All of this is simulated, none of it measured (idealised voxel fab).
process module | voxel wiring stack
cross-section cut | 245 nm wide | cells 5 nm
A cross-section is a grid of square cells, given in bands from the top down. A band is one or more rows of cells.
Each band's line starts with the height of the band's top and of its bottom, in nm. Then come its materials from left to right, each with its width in nm. One material with "throughout" fills the band from edge to edge. "air" is empty space.
Height 0 is the level under which the wafer as received is all one material. The lowest band goes on downwards, as in "0 down".
A width such as "30 to 40" changes by the same amount from each row of cells to the next, from the band's top row to its bottom row.
"no change" after a step means that no cell of the cross-section changed.
closed voids: empty space of 8 cells or more with no open way to the top, each as width x height at its distance from the left edge, in nm
after a step's settings: what the simulator itself notes on the step
overlay nm, on a step with a mask: how far to the right of its planned place the mask lay; to the left if negative
plan
1 op RECEIVE | material Si
2 op CONFORMAL_DEP | material SiO2 | thk nm 15
3 op CONFORMAL_DEP | material SiN | thk nm 5
4 op DIRECTIONAL_DEP | material SiO2 | thk nm 20
5 op DIRECTIONAL_DEP | material aC | thk nm 15
6 op PATTERN | tone open | mask id METAL_1 | material resist | width nm 20 | pitch nm 45 | thk nm 30 | overlay nm 0
7 op DIRECTIONAL_ETCH | etch materials aC | depth nm 15
8 op STRIP | etch materials resist
9 op DIRECTIONAL_ETCH | etch materials SiO2 | depth nm 20
10 op DIRECTIONAL_ETCH | etch materials SiN | depth nm 5
11 op STRIP | etch materials aC
12 op CONFORMAL_DEP | material TiN | thk nm 5
13 op FILL_DEP | material W | thk nm 10
14 op CMP | height nm 40
15 op EPI | material Ru | thk nm 5
16 op FILL_DEP | material SiCN | thk nm 5
17 op DIRECTIONAL_DEP | material lowk | thk nm 30
18 op PATTERN | tone open | mask id METAL_2 | material resist | width nm 20 | pitch nm 45 | thk nm 15 | overlay nm 0
19 op DIRECTIONAL_ETCH | etch materials lowk | depth nm 15
20 op STRIP | etch materials resist
21 op DIRECTIONAL_DEP | material aC | thk nm 10
22 op PATTERN | tone open | mask id METAL_2_HOLES | material resist | width nm 15 | pitch nm 45 | thk nm 30 | overlay nm 0
23 op DIRECTIONAL_ETCH | etch materials aC | depth nm 10
24 op STRIP | etch materials resist
25 op DIRECTIONAL_ETCH | etch materials lowk | depth nm 15
26 op DIRECTIONAL_ETCH | etch materials SiCN | depth nm 5
27 op STRIP | etch materials aC
28 op CONFORMAL_DEP | material TiN | thk nm 5
29 op FILL_DEP | material Ru | thk nm 5
30 op CMP | height nm 80
31 op CONFORMAL_DEP | material SiCN | thk nm 5
32 op DIRECTIONAL_DEP | material lowk | thk nm 30
33 op MASKED_ETCH | tone open | mask id METAL_3_HOLES | width nm 15 | pitch nm 45 | etch materials lowk | depth nm 30 | overlay nm 0
34 op MASKED_ETCH | tone open | mask id METAL_3 | width nm 20 | pitch nm 45 | etch materials lowk | depth nm 15 | overlay nm 0
35 op MASKED_ETCH | tone open | mask id METAL_3 | width nm 20 | pitch nm 45 | etch materials SiCN | depth nm 5 | overlay nm 0
36 op CONFORMAL_DEP | material TiN | thk nm 5
37 op FILL_DEP | material Ru | thk nm 10
38 op CMP | height nm 115
39 op CONFORMAL_DEP | material SiCN | thk nm 5
40 op DIRECTIONAL_DEP | material SiO2 | thk nm 35
41 op DIRECTIONAL_DEP | material aC | thk nm 10
42 op PATTERN | tone open | mask id METAL_4 | material resist | width nm 20 | pitch nm 45 | thk nm 25 | overlay nm 0
43 op DIRECTIONAL_ETCH | etch materials aC | depth nm 10
44 op STRIP | etch materials resist
45 op DIRECTIONAL_ETCH | etch materials SiO2 | depth nm 20
46 op STRIP | etch materials aC
47 op MASKED_ETCH | tone open | mask id METAL_4_HOLES | width nm 15 | pitch nm 45 | etch materials SiO2 | depth nm 15 | overlay nm 0
48 op MASKED_ETCH | tone open | mask id METAL_4_HOLES | width nm 15 | pitch nm 45 | etch materials SiCN | depth nm 5 | overlay nm 0
49 op CONFORMAL_DEP | material TiN | thk nm 5
50 op FILL_DEP | material Cu | thk nm 5
51 op CMP | height nm 155
52 op CONFORMAL_DEP | material SiN | thk nm 5
varied across the wafers: width nm of step 22. The plan shows the first wafer's value. All wafers start alike
first wafer as received, after step 1
  0 down: Si throughout
  closed voids: none
first wafer at the end, after step 52
  160 to 155: SiN throughout
  155 to 140: SiO2 45 | TiN 5 | Cu 10 | TiN 5 | SiO2 25 | TiN 5 | Cu 10 | TiN 5 | SiO2 25 | TiN 5 | Cu 10 | TiN 5 | SiO2 25 | TiN 5 | Cu 10 | TiN 5 | SiO2 45
  140 to 135: SiO2 45 | TiN 5 | Cu 5 | TiN 10 | SiO2 25 | TiN 5 | Cu 5 | TiN 10 | SiO2 25 | TiN 5 | Cu 5 | TiN 10 | SiO2 25 | TiN 5 | Cu 5 | TiN 10 | SiO2 45
  135 to 120: SiO2 45 | TiN 5 | Cu 5 | TiN 5 | SiO2 30 | TiN 5 | Cu 5 | TiN 5 | SiO2 30 | TiN 5 | Cu 5 | TiN 5 | SiO2 30 | TiN 5 | Cu 5 | TiN 5 | SiO2 50
  120 to 115: SiCN 45 | TiN 15 | SiCN 30 | TiN 15 | SiCN 30 | TiN 15 | SiCN 30 | TiN 15 | SiCN 50
  115 to 105: lowk 45 | TiN 5 | Ru 10 | TiN 5 | lowk 25 | TiN 5 | Ru 10 | TiN 5 | lowk 25 | TiN 5 | Ru 10 | TiN 5 | lowk 25 | TiN 5 | Ru 10 | TiN 5 | lowk 45
  105 to 100: lowk 45 | TiN 5 | Ru 5 | TiN 10 | lowk 25 | TiN 5 | Ru 5 | TiN 10 | lowk 25 | TiN 5 | Ru 5 | TiN 10 | lowk 25 | TiN 5 | Ru 5 | TiN 10 | lowk 45
  100 to 85: lowk 45 | TiN 5 | Ru 5 | TiN 5 | lowk 30 | TiN 5 | Ru 5 | TiN 5 | lowk 30 | TiN 5 | Ru 5 | TiN 5 | lowk 30 | TiN 5 | Ru 5 | TiN 5 | lowk 50
  85 to 80: SiCN 45 | TiN 15 | SiCN 30 | TiN 15 | SiCN 30 | TiN 15 | SiCN 30 | TiN 15 | SiCN 50
  80 to 70: lowk 45 | TiN 5 | Ru 10 | TiN 5 | lowk 25 | TiN 5 | Ru 10 | TiN 5 | lowk 25 | TiN 5 | Ru 10 | TiN 5 | lowk 25 | TiN 5 | Ru 10 | TiN 5 | lowk 45
  70 to 65: lowk 45 | TiN 5 | Ru 5 | TiN 10 | lowk 25 | TiN 5 | Ru 5 | TiN 10 | lowk 25 | TiN 5 | Ru 5 | TiN 10 | lowk 25 | TiN 5 | Ru 5 | TiN 10 | lowk 45
  65 to 50: lowk 45 | TiN 5 | Ru 5 | TiN 5 | lowk 30 | TiN 5 | Ru 5 | TiN 5 | lowk 30 | TiN 5 | Ru 5 | TiN 5 | lowk 30 | TiN 5 | Ru 5 | TiN 5 | lowk 50
  50 to 45: SiCN 45 | TiN 15 | SiCN 30 | TiN 15 | SiCN 30 | TiN 15 | SiCN 30 | TiN 15 | SiCN 50
  45 to 40: SiCN 40 | Ru 30 | SiCN 15 | Ru 30 | SiCN 15 | Ru 30 | SiCN 15 | Ru 30 | SiCN 40
  40 to 20: SiO2 45 | TiN 5 | W 10 | TiN 5 | SiO2 25 | TiN 5 | W 10 | TiN 5 | SiO2 25 | TiN 5 | W 10 | TiN 5 | SiO2 25 | TiN 5 | W 10 | TiN 5 | SiO2 45
  20 to 15: SiN 45 | TiN 20 | SiN 25 | TiN 20 | SiN 25 | TiN 20 | SiN 25 | TiN 20 | SiN 45
  15 to 0: SiO2 throughout
  0 down: Si throughout
  closed voids: none
last wafer at the end
  160 to 155: SiN throughout
  155 to 140: SiO2 45 | TiN 5 | Cu 10 | TiN 5 | SiO2 25 | TiN 5 | Cu 10 | TiN 5 | SiO2 25 | TiN 5 | Cu 10 | TiN 5 | SiO2 25 | TiN 5 | Cu 10 | TiN 5 | SiO2 45
  140 to 135: SiO2 45 | TiN 5 | Cu 5 | TiN 10 | SiO2 25 | TiN 5 | Cu 5 | TiN 10 | SiO2 25 | TiN 5 | Cu 5 | TiN 10 | SiO2 25 | TiN 5 | Cu 5 | TiN 10 | SiO2 45
  135 to 120: SiO2 45 | TiN 5 | Cu 5 | TiN 5 | SiO2 30 | TiN 5 | Cu 5 | TiN 5 | SiO2 30 | TiN 5 | Cu 5 | TiN 5 | SiO2 30 | TiN 5 | Cu 5 | TiN 5 | SiO2 50
  120 to 115: SiCN 45 | TiN 15 | SiCN 30 | TiN 15 | SiCN 30 | TiN 15 | SiCN 30 | TiN 15 | SiCN 50
  115 to 105: lowk 45 | TiN 5 | Ru 10 | TiN 5 | lowk 25 | TiN 5 | Ru 10 | TiN 5 | lowk 25 | TiN 5 | Ru 10 | TiN 5 | lowk 25 | TiN 5 | Ru 10 | TiN 5 | lowk 45
  105 to 100: lowk 45 | TiN 5 | Ru 5 | TiN 10 | lowk 25 | TiN 5 | Ru 5 | TiN 10 | lowk 25 | TiN 5 | Ru 5 | TiN 10 | lowk 25 | TiN 5 | Ru 5 | TiN 10 | lowk 45
  100 to 85: lowk 45 | TiN 5 | Ru 5 | TiN 5 | lowk 30 | TiN 5 | Ru 5 | TiN 5 | lowk 30 | TiN 5 | Ru 5 | TiN 5 | lowk 30 | TiN 5 | Ru 5 | TiN 5 | lowk 50
  85 to 80: SiCN 45 | TiN 15 | SiCN 30 | TiN 15 | SiCN 30 | TiN 15 | SiCN 30 | TiN 15 | SiCN 50
  80 to 70: lowk 40 | TiN 5 | Ru 20 | TiN 5 | lowk 15 | TiN 5 | Ru 20 | TiN 5 | lowk 15 | TiN 5 | Ru 20 | TiN 5 | lowk 15 | TiN 5 | Ru 20 | TiN 5 | lowk 40
  70 to 65: lowk 40 | TiN 10 | Ru 10 | TiN 10 | lowk 15 | TiN 10 | Ru 10 | TiN 10 | lowk 15 | TiN 10 | Ru 10 | TiN 10 | lowk 15 | TiN 10 | Ru 10 | TiN 10 | lowk 40
  65 to 50: lowk 45 | TiN 5 | Ru 10 | TiN 5 | lowk 25 | TiN 5 | Ru 10 | TiN 5 | lowk 25 | TiN 5 | Ru 10 | TiN 5 | lowk 25 | TiN 5 | Ru 10 | TiN 5 | lowk 45
  50 to 45: SiCN 45 | TiN 20 | SiCN 25 | TiN 20 | SiCN 25 | TiN 20 | SiCN 25 | TiN 20 | SiCN 45
  45 to 40: SiCN 40 | Ru 30 | SiCN 15 | Ru 30 | SiCN 15 | Ru 30 | SiCN 15 | Ru 30 | SiCN 40
  40 to 20: SiO2 45 | TiN 5 | W 10 | TiN 5 | SiO2 25 | TiN 5 | W 10 | TiN 5 | SiO2 25 | TiN 5 | W 10 | TiN 5 | SiO2 25 | TiN 5 | W 10 | TiN 5 | SiO2 45
  20 to 15: SiN 45 | TiN 20 | SiN 25 | TiN 20 | SiN 25 | TiN 20 | SiN 25 | TiN 20 | SiN 45
  15 to 0: SiO2 throughout
  0 down: Si throughout
  closed voids: none
each wafer at the end: cells of each material gained (+) or lost (-) since it was received, then its closed voids
width nm 15 | +40 Cu | +88 Ru | +136 SiCN | +82 SiN | +522 SiO2 | +248 TiN | +32 W | +420 lowk | closed voids: none
width nm 20 | +40 Cu | +104 Ru | +132 SiCN | +82 SiN | +522 SiO2 | +248 TiN | +32 W | +408 lowk | closed voids: none
width nm 25 | +40 Cu | +112 Ru | +132 SiCN | +82 SiN | +522 SiO2 | +252 TiN | +32 W | +396 lowk | closed voids: none
width nm 30 | +40 Cu | +120 Ru | +132 SiCN | +82 SiN | +522 SiO2 | +256 TiN | +32 W | +384 lowk | closed voids: none
